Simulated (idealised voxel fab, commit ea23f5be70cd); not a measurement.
Process module under the name voxel transistor to metal
Shown is cross-section cut, with a width of 150 nm and square cells of size 5 nm.
Cross-sections here: square-cell grids, written as top-down lists of bands, a band being one or more rows of cells. Heights first: top, then bottom, in nm. Then materials, left to right, each with a width in nm. "full width" on a single material: fills the band edge to edge. "air": empty space. Below 0: as-received wafer, all one material; heights counted from there. Lowest band: no bottom, goes on down, written "from 0 down". Read "30->40" as a graded width: first number on top, second number at the bottom, same change between each pair of neighbouring rows. Where the words "remains unaltered" appear for a step, the cross-section shows no cell changed by that step; every cell remained as before. Enclosed void listing: empty space of 8 cells or more with no open way to the top, each as width x height at its distance from the left edge, in nm. Post-settings text on a step line: simulator's own remark regarding the step. The setting "overlay nm" may be written on the line of a step. When the step uses a mask, the value reports how far to the right of the planned place the mask lay, and a negative value reports that it lay to the left.
**The following list gives the planned process steps**
1) RECEIVE (material Si)
2) OXIDIZE (depth nm 5)
3) CONFORMAL_DEP (material SiN; thk nm 10)
4) PATTERN (tone cover; mask id ACTIVE; material resist; width nm 95; thk nm 20; overlay nm 0)
5) DIRECTIONAL_ETCH (etch materials SiN; depth nm 10)
6) DIRECTIONAL_ETCH (etch materials SiO2; depth nm 5)
7) DIRECTIONAL_ETCH (etch materials Si; depth nm 35)
8) STRIP (etch materials resist)
9) FILL_DEP (material SiO2; thk nm 5)
10) CMP (height nm 10)
11) SELECTIVE_ETCH (etch materials SiO2; depth nm 10)
12) STRIP (etch materials SiN)
13) SELECTIVE_ETCH (etch materials SiO2; depth nm 5)
14) OXIDIZE (depth nm 5)
15) DIRECTIONAL_DEP (material polySi; thk nm 30)
16) DIRECTIONAL_DEP (material SiCN; thk nm 10)
17) MASKED_ETCH (tone cover; mask id GATE; width nm 25; etch materials SiCN; depth nm 20; overlay nm 0)
18) MASKED_ETCH (tone cover; mask id GATE; width nm 25; etch materials polySi; depth nm 40; overlay nm 0)
19) CONFORMAL_DEP (material SiO2; thk nm 5)
20) DIRECTIONAL_ETCH (etch materials SiO2; depth nm 5)
21) CONFORMAL_DEP (material SiN; thk nm 5)
22) DIRECTIONAL_ETCH (etch materials SiN; depth nm 5)
23) DIRECTIONAL_ETCH (etch materials SiO2; depth nm 5)
24) DIRECTIONAL_ETCH (etch materials Si; depth nm 5)
25) EPI (material SiGe; thk nm 10)
26) FILL_DEP (material SiO2; thk nm 10)
27) CMP (height nm 25)
28) STRIP (etch materials polySi)
29) SELECTIVE_ETCH (etch materials SiO2; depth nm 5)
30) CONFORMAL_DEP (material HfO2; thk nm 5)
31) CONFORMAL_DEP (material TiN; thk nm 5)
32) FILL_DEP (material W; thk nm 10)
33) CMP (height nm 20)
34) DIRECTIONAL_DEP (material SiO2; thk nm 15)
35) MASKED_ETCH (tone open; mask id CONTACT; width nm 15; pitch nm 70; etch materials SiO2; depth nm 40; overlay nm 0)
36) CONFORMAL_DEP (material TiN; thk nm 5)
37) FILL_DEP (material Ru; thk nm 10)
38) CMP (height nm 35)
39) CONFORMAL_DEP (material SiCN; thk nm 5)
40) DIRECTIONAL_DEP (material SiO2; thk nm 20)
41) PATTERN (tone open; mask id METAL_1; material resist; width nm 15; pitch nm 70; thk nm 15; overlay nm 0)
42) DIRECTIONAL_ETCH (etch materials SiO2; depth nm 20)
43) DIRECTIONAL_ETCH (etch materials SiCN; depth nm 5)
44) STRIP (etch materials resist)
45) CONFORMAL_DEP (material TiN; thk nm 5)
46) FILL_DEP (material Cu; thk nm 10)
47) CMP (height nm 60)
48) CONFORMAL_DEP (material SiN; thk nm 5)
**as received, after step 1**
> from 0 down | Si full width
> Enclosed void listing: none
**Wafer cross-section at end of module: start and plan as shown above, one execution error**
> from 65 to 60 | SiN full width
> from 60 to 40 | SiO2=30, then TiN=5, then Cu=5, then TiN=5, then SiO2=55, then TiN=5, then Cu=5, then TiN=5, then SiO2=35
> from 40 to 35 | SiCN=30, then TiN=15, then SiCN=55, then TiN=15, then SiCN=35
> from 35 to 20 | SiO2=30, then TiN=5, then Ru=5, then TiN=5, then SiO2=55, then TiN=5, then Ru=5, then TiN=5, then SiO2=35
> from 20 to 10 | SiO2=30, then TiN=5, then Ru=5, then TiN=5, then SiO2=5, then SiN=5, then HfO2=5, then TiN=5, then W=15, then TiN=5, then HfO2=5, then SiN=5, then SiO2=5, then TiN=5, then Ru=5, then TiN=5, then SiO2=35
> from 10 to 5 | SiO2=30, then TiN=15, then SiO2=5, then SiN=5, then HfO2=5, then TiN=5, then W=15, then TiN=5, then HfO2=5, then SiN=5, then SiO2=5, then TiN=15, then SiO2=35
> from 5 to 0 | SiO2=30, then TiN=5, then SiGe=15, then SiN=5, then HfO2=5, then TiN=5, then W=15, then TiN=5, then HfO2=5, then SiN=5, then SiGe=15, then TiN=5, then SiO2=35
> from 0 to -5 | SiO2=15, then SiGe=35, then SiN=5, then HfO2=5, then TiN=25, then HfO2=5, then SiN=5, then SiGe=35, then SiO2=20
> from -5 to -10 | SiO2=15, then SiGe=35, then SiO2=5, then HfO2=35, then SiO2=5, then SiGe=35, then SiO2=20
> from -10 to -15 | SiO2=25, then SiGe=25, then Si=45, then SiGe=25, then SiO2=30
> from -15 to -40 | SiO2=25, then Si=95, then SiO2=30
> from -40 down | Si full width
> Enclosed void listing: none
Which mistake was made when the wafer was run? step 25 did not use the planned setting and instead ran as EPI (material SiGe; thk nm 15)
